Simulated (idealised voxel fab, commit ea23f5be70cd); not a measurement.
Process module in this document: voxel capacitor over wiring
The cross-section on display is named cut; it measures 225 nm wide, and its cells are 5 nm squares.
Cross-section layout: square cells on a grid; listed as bands, top to bottom; a band spans one or more cell rows. Each band's line starts with the height of the band's top and of its bottom, in nm. Then come its materials from left to right, each with its width in nm. One material with "full width" fills the band from edge to edge. "blank" is empty space. Heads up on the height convention: 0 is the point under which the incoming wafer is all one material, and the lowest band has no bottom, it just keeps going down, like "from 0 down". Note: "30 to 40" means the width goes from the first number (top row of the band) to the second number (bottom row) in equal steps per row of cells. Step marked "remains unaltered"? Then no cell in the cross-section changed in it. The label "Enclosed void listing" introduces a list of the empty spaces, 8 cells or larger, that have no open way up to the top; each entry in it reads width x height at distance, where the distance is taken from the left edge and all three are stated in nm. If you see something after the settings on a step's line, that's the simulator's own remark about that step. "overlay nm" denotes, for a step that has a mask, the displacement of the mask to the right of its planned place, with negative values corresponding to the left.
**Process steps (planned)**
1) RECEIVE with material Si
2) CONFORMAL_DEP with material SiO2, thk nm 15
3) DIRECTIONAL_DEP with material TiN, thk nm 5
4) DIRECTIONAL_DEP with material W, thk nm 15
5) DIRECTIONAL_DEP with material aC, thk nm 10
6) PATTERN with tone cover, mask id METAL_1, material resist, width nm 30, pitch nm 95, thk nm 30, overlay nm 0
7) DIRECTIONAL_ETCH with etch materials aC, depth nm 10
8) STRIP with etch materials resist
9) DIRECTIONAL_ETCH with etch materials W, depth nm 15
10) DIRECTIONAL_ETCH with etch materials TiN, depth nm 5
11) STRIP with etch materials aC
12) CONFORMAL_DEP with material SiN, thk nm 5
13) FILL_DEP with material lowk, thk nm 10
14) CMP with height nm 30
15) CONFORMAL_DEP with material SiCN, thk nm 5
16) DIRECTIONAL_DEP with material SiO2, thk nm 20
17) PATTERN with tone open, mask id PLUG_1, material resist, width nm 15, thk nm 20, overlay nm 0
18) DIRECTIONAL_ETCH with etch materials SiO2, depth nm 20
19) DIRECTIONAL_ETCH with etch materials SiCN, depth nm 5
20) STRIP with etch materials resist
21) EPI with material Ru, thk nm 10
22) EPI with material Ru, thk nm 10
23) EPI with material Ru, thk nm 5
24) DIRECTIONAL_DEP with material TiN, thk nm 5
25) DIRECTIONAL_DEP with material Al2O3, thk nm 5
26) DIRECTIONAL_DEP with material TiN, thk nm 10
27) PATTERN with tone cover, mask id UPPER_PLATE, material resist, width nm 70, thk nm 20, overlay nm 0
28) DIRECTIONAL_ETCH with etch materials TiN, depth nm 10
29) DIRECTIONAL_ETCH with etch materials Al2O3, depth nm 5
30) STRIP with etch materials resist
31) PATTERN with tone cover, mask id LOWER_PLATE, material resist, width nm 80, thk nm 15, overlay nm 0
32) DIRECTIONAL_ETCH with etch materials TiN, depth nm 5
33) STRIP with etch materials resist
34) FILL_DEP with material SiO2, thk nm 20
35) CMP with height nm 95
36) MASKED_ETCH with tone open, mask id PLUG_2, width nm 15, etch materials SiO2, depth nm 15, overlay nm 0
37) CONFORMAL_DEP with material TiN, thk nm 5
38) FILL_DEP with material W, thk nm 10
39) CMP with height nm 95
40) CONFORMAL_DEP with material SiCN, thk nm 5
Don't read the plan's height nm for step 14 as applying to every wafer: that's the first wafer's value, and the wafers differ in it, though they all start identical.
**first wafer as received, after step 1**
* from 0 down: Si full width
* Enclosed void listing: none
**first wafer at the end, after step 40**
* from 100 to 95: SiCN full width
* from 95 to 85: SiO2 75 / TiN 5 / W 5 / TiN 5 / SiO2 135
* from 85 to 80: SiO2 75 / TiN 15 / SiO2 135
* from 80 to 75: SiO2 full width
* from 75 to 65: SiO2 65 / TiN 70 / SiO2 90
* from 65 to 60: SiO2 65 / Al2O3 70 / SiO2 90
* from 60 to 55: SiO2 60 / TiN 80 / SiO2 85
* from 55 to 35: SiO2 65 / Ru 15 / SiO2 145
* from 35 to 30: SiCN 65 / Ru 15 / SiCN 145
* from 30 to 20: lowk 45 / SiN 5 / W 30 / SiN 5 / lowk 55 / SiN 5 / W 30 / SiN 5 / lowk 45
* from 20 to 15: SiN 50 / TiN 30 / SiN 65 / TiN 30 / SiN 50
* from 15 to 0: SiO2 full width
* from 0 down: Si full width
* Enclosed void listing: none
**Module end, final wafer: cross-section**
* from 100 to 95: SiCN full width
* from 95 to 85: SiO2 75 / TiN 60 / SiO2 90
* from 85 to 80: SiO2 75 / TiN 5 / Al2O3 55 / SiO2 90
* from 80 to 75: SiO2 60 / TiN 5 / SiO2 15 / TiN 60 / SiO2 85
* from 75 to 70: SiO2 full width
* from 70 to 60: SiO2 65 / TiN 15 / SiO2 145
* from 60 to 55: SiO2 65 / Al2O3 15 / SiO2 145
* from 55 to 50: SiCN 65 / TiN 15 / SiCN 145
* from 50 to 40: lowk full width
* from 40 to 35: lowk 45 / SiN 40 / lowk 55 / SiN 40 / lowk 45
* from 35 to 20: lowk 45 / SiN 5 / W 30 / SiN 5 / lowk 55 / SiN 5 / W 30 / SiN 5 / lowk 45
* from 20 to 15: SiN 50 / TiN 30 / SiN 65 / TiN 30 / SiN 50
* from 15 to 0: SiO2 full width
* from 0 down: Si full width
* Enclosed void listing: none
**Wafer rows, end of module: cells per material gained (+) or lost (-) since receipt; closed voids last**
height nm 30; +14 Al2O3; +15 Ru; +87 SiCN; +41 SiN; +596 SiO2; +63 TiN; +26 W; +58 lowk; Enclosed void listing: none
height nm 35; +14 Al2O3; +15 Ru; +87 SiCN; +45 SiN; +551 SiO2; +63 TiN; +38 W; +87 lowk; Enclosed void listing: none
height nm 40; +14 Al2O3; +87 SiCN; +61 SiN; +523 SiO2; +62 TiN; +37 W; +116 lowk; Enclosed void listing: none
height nm 45; +14 Al2O3; +87 SiCN; +61 SiN; +480 SiO2; +61 TiN; +36 W; +161 lowk; Enclosed void listing: none
height nm 50; +14 Al2O3; +87 SiCN; +61 SiN; +437 SiO2; +59 TiN; +36 W; +206 lowk; Enclosed void listing: none
